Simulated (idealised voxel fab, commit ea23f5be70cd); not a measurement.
process module | voxel self aligned contacts
cross-section cut | 210 nm wide | cells 5 nm
A cross-section is a grid of square cells, given in bands from the top down. A band is one or more rows of cells.
Each band's line starts with the height of the band's top and of its bottom, in nm. Then come its materials from left to right, each with its width in nm. One material with "throughout" fills the band from edge to edge. "air" is empty space.
Height 0 is the level under which the wafer as received is all one material. The lowest band goes on downwards, as in "0 down".
A width such as "30 to 40" changes by the same amount from each row of cells to the next, from the band's top row to its bottom row.
"no change" after a step means that no cell of the cross-section changed.
closed voids: empty space of 8 cells or more with no open way to the top, each as width x height at its distance from the left edge, in nm
after a step's settings: what the simulator itself notes on the step
overlay nm, on a step with a mask: how far to the right of its planned place the mask lay; to the left if negative
plan
1 op RECEIVE | material Si
2 op CONFORMAL_DEP | material SiO2 | thk nm 5
3 op DIRECTIONAL_DEP | material polySi | thk nm 20
4 op DIRECTIONAL_DEP | material SiN | thk nm 25
5 op PATTERN | tone cover | mask id GATE | material resist | width nm 25 | pitch nm 65 | thk nm 20 | overlay nm 0
6 op DIRECTIONAL_ETCH | etch materials SiN | depth nm 25
7 op DIRECTIONAL_ETCH | etch materials polySi | depth nm 20
8 op STRIP | etch materials resist
9 op CONFORMAL_DEP | material SiN | thk nm 10
10 op DIRECTIONAL_ETCH | etch materials SiN | depth nm 10
11 op FILL_DEP | material SiO2 | thk nm 15
12 op CMP | height nm 60
13 op PATTERN | tone open | mask id CONTACT | material resist | width nm 50 | thk nm 20 | overlay nm 0
14 op DIRECTIONAL_ETCH | etch materials SiO2 | depth nm 60
15 op STRIP | etch materials resist
16 op CONFORMAL_DEP | material TiN | thk nm 5
17 op FILL_DEP | material W | thk nm 10
18 op CMP | height nm 60
19 op CONFORMAL_DEP | material SiCN | thk nm 5
as received, after step 1
  0 down: Si throughout
  closed voids: none
a wafer at the end: this start, this plan, one mistake
  65 to 60: SiCN throughout
  60 to 55: TiN 85 | W 40 | TiN 85
  55 to 50: SiO2 80 | TiN 20 | W 10 | TiN 20 | SiO2 80
  50 to 25: SiO2 50 | SiN 45 | TiN 5 | W 10 | TiN 5 | SiN 45 | SiO2 50
  25 to 5: SiO2 50 | SiN 10 | polySi 25 | SiN 10 | TiN 5 | W 10 | TiN 5 | SiN 10 | polySi 25 | SiN 10 | SiO2 50
  5 to 0: SiO2 95 | TiN 20 | SiO2 95
  0 down: Si throughout
  closed voids: none
what went wrong: step 12 ran as: op CMP | height nm 55
